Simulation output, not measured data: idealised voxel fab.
The process module that follows is named voxel ribs on slabs.
Pictured: cross-section cut, 185 nm wide, on a grid of 5 nm square cells.
Heads up, the way a cross-section reads in here is a grid of square cells, handed over as bands from the top down, with every band being one or more rows of cells. Top, bottom (nm), then materials left to right with widths (nm); lone material tagged "all across" fills the whole band edge to edge; "empty" = empty space. The reference from which all heights are counted is 0, the level beneath which the as-received wafer is entirely one material; the lowest band, having no lower bound, proceeds downward and is written after the example "z 0 and below". When a width is written as two numbers, as in "30..40", the first number is the width in the top row of cells of the band and the second is the width in its bottom row, and the width changes by the same amount from each row to the next. A step reported as "no change" is a step in which no cell of the cross-section changed. For the entry "Closed void table", the listed items are empty spaces with no open way to the top whose size is 8 cells or more; each item follows the pattern width x height at distance, where distance is from the left edge and all three are in nm. Step line, after settings: the simulator's comment on this step. "overlay nm" on a masked step: distance the mask lay right of its planned place, negative for left.
## Steps planned for the process
1) RECEIVE (material Si)
2) DIRECTIONAL_DEP (material SiO2; thk nm 20)
3) DIRECTIONAL_DEP (material SiN; thk nm 15)
4) PATTERN (tone cover; mask id RIB; material resist; width nm 15; thk nm 20; overlay nm 0)
5) DIRECTIONAL_ETCH (etch materials SiN; depth nm 5)
6) STRIP (etch materials resist)
7) DIRECTIONAL_DEP (material aC; thk nm 10)
8) PATTERN (tone cover; mask id SLAB; material resist; width nm 65; thk nm 30; overlay nm 0)
9) DIRECTIONAL_ETCH (etch materials aC; depth nm 10)
10) STRIP (etch materials resist)
11) DIRECTIONAL_ETCH (etch materials SiN; depth nm 10)
12) STRIP (etch materials aC)
13) FILL_DEP (material SiO2; thk nm 20)
14) CMP (height nm 50)
15) DIRECTIONAL_DEP (material TiN; thk nm 5)
16) DIRECTIONAL_DEP (material aC; thk nm 15)
17) PATTERN (tone cover; mask id HEATER; material resist; width nm 25; thk nm 30; overlay nm 0)
18) DIRECTIONAL_ETCH (etch materials aC; depth nm 15)
19) STRIP (etch materials resist)
20) DIRECTIONAL_ETCH (etch materials TiN; depth nm 5)
21) STRIP (etch materials aC)
22) CONFORMAL_DEP (material SiO2; thk nm 5)
## Cross-section of the wafer as it came to us, i.e., already through step 1
> z 0 and below  Si all across
> Closed void table: none
## End-of-module cross-section of the first of two wafers, processed as planned
> z 60 to 55  empty: 75 | SiO2: 35 | empty: 75
> z 55 to 50  SiO2: 80 | TiN: 25 | SiO2: 80
> z 50 to 35  SiO2 all across
> z 35 to 30  SiO2: 85 | SiN: 15 | SiO2: 85
> z 30 to 20  SiO2: 60 | SiN: 65 | SiO2: 60
> z 20 to 0  SiO2 all across
> z 0 and below  Si all across
> Closed void table: none
## Second wafer cross-section at end of module - shared start and plan with the first, one mistake in the run
> z 60 to 55  empty: 75 | SiO2: 35 | empty: 75
> z 55 to 50  SiO2: 80 | TiN: 25 | SiO2: 80
> z 50 to 35  SiO2 all across
> z 35 to 30  SiO2: 90 | SiN: 15 | SiO2: 80
> z 30 to 20  SiO2: 60 | SiN: 65 | SiO2: 60
> z 20 to 0  SiO2 all across
> z 0 and below  Si all across
> Closed void table: none
The plan and the run diverged here: step 4 was processed under conditions differing from the plan, specifically as PATTERN (tone cover; mask id RIB; material resist; width nm 15; thk nm 20; overlay nm 5)
If you tally the cells, the second wafer ends up with the same amount of every material as the first; it's all just sitting in different places.
